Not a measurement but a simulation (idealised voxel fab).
Herein follows the process module entitled voxel double patterning.
The cross-section shown here is cut; it is 160 nm wide and divided into square cells measuring 5 nm on a side.
Think of the cross-section as a grid of square cells. We describe it in bands, top to bottom, and each band covers one or more rows of those cells.
Top, bottom (nm), then materials left to right with widths (nm); lone material tagged "edge to edge" fills the whole band edge to edge; "blank" = empty space.
Convention: height 0 is the level below which the wafer, as received, is all one material. The lowest band does not terminate at the bottom but continues downward, represented as "from 0 down".
The notation "30..40" denotes a width that varies across the rows of cells in the band, beginning at the first number in the top row, finishing at the second number in the bottom row, and changing by an identical amount from each row to the next.
Step note "left unchanged" = no cross-section cell changed.
Basically, "Completely enclosed voids" tells you about the enclosed voids: empty spaces with no open way to the top, 8 cells or bigger, each written width x height at distance, where distance is from the left edge, all in nm.
Post-settings text on a step line: simulator's own remark regarding the step.
"overlay nm" answers the question of how far to the right of plan the mask lay on a step that has a mask, and when it is negative the answer is to the left.

# Set out below are the planned steps of the process
1) RECEIVE: material Si
2) CONFORMAL_DEP: material SiO2, thk nm 10
3) DIRECTIONAL_DEP: material polySi, thk nm 15
4) DIRECTIONAL_DEP: material SiN, thk nm 10
5) PATTERN: tone open, mask id FIRST, material resist, width nm 15, pitch nm 50, thk nm 20, overlay nm 0
6) DIRECTIONAL_ETCH: etch materials SiN, depth nm 10
7) STRIP: etch materials resist
8) MASKED_ETCH: tone open, mask id SECOND, width nm 15, pitch nm 50, etch materials SiN, depth nm 10, overlay nm 0
9) DIRECTIONAL_ETCH: etch materials polySi, depth nm 15
10) STRIP: etch materials SiN

# First of two wafers, with the run carried out as planned

# Cross-sectional view of the wafer in its as-received condition, corresponding to the state after step 1
	from 0 down  Si edge to edge
	Completely enclosed voids: none

# After step 2, in cross-section
	from 10 to 0  SiO2 edge to edge
	Nothing below the height 0 has changed.

# After step 3, in cross-section
	from 25 to 10  polySi edge to edge
	Nothing below the height 10 has changed.

# After step 4, in cross-section
	from 35 to 25  SiN edge to edge
	Nothing below the height 25 has changed.

# After step 5, in cross-section
	from 55 to 35  resist (20), blank (15), resist (35), blank (15), resist (35), blank (15), resist (25)
	Nothing below the height 35 has changed.

# After step 6, in cross-section
	from 55 to 35  resist (20), blank (15), resist (35), blank (15), resist (35), blank (15), resist (25)
	from 35 to 25  SiN (20), blank (15), SiN (35), blank (15), SiN (35), blank (15), SiN (25)
	Nothing below the height 25 has changed.

# After step 7, in cross-section
	from 35 to 25  SiN (20), blank (15), SiN (35), blank (15), SiN (35), blank (15), SiN (25)
	Nothing below the height 25 has changed.

# After step 8, in cross-section
	from 35 to 25  SiN (20), blank (15), SiN (10), blank (15), SiN (10), blank (15), SiN (10), blank (15), SiN (10), blank (15), SiN (25)
	Nothing below the height 25 has changed.

# After step 9, in cross-section
	from 35 to 25  SiN (20), blank (15), SiN (10), blank (15), SiN (10), blank (15), SiN (10), blank (15), SiN (10), blank (15), SiN (25)
	from 25 to 10  polySi (20), blank (15), polySi (10), blank (15), polySi (10), blank (15), polySi (10), blank (15), polySi (10), blank (15), polySi (25)
	Nothing below the height 10 has changed.

# After step 10, in cross-section
	from 25 to 10  polySi (20), blank (15), polySi (10), blank (15), polySi (10), blank (15), polySi (10), blank (15), polySi (10), blank (15), polySi (25)
	Nothing below the height 10 has changed.

# What follows concerns the second wafer, which started out like the first and was meant to follow the very same plan; one mistake crept in when it was run, but everything up to and including step 9 is the same as for the first wafer

Second wafer at the planned finish of step 10, seen in cross-section: left unchanged
Deviation from plan: the run left out plan step 10 entirely, so it was never executed
Bottom line after processing is that, in cells, the second wafer is up or down on some materials versus the first: SiN +34
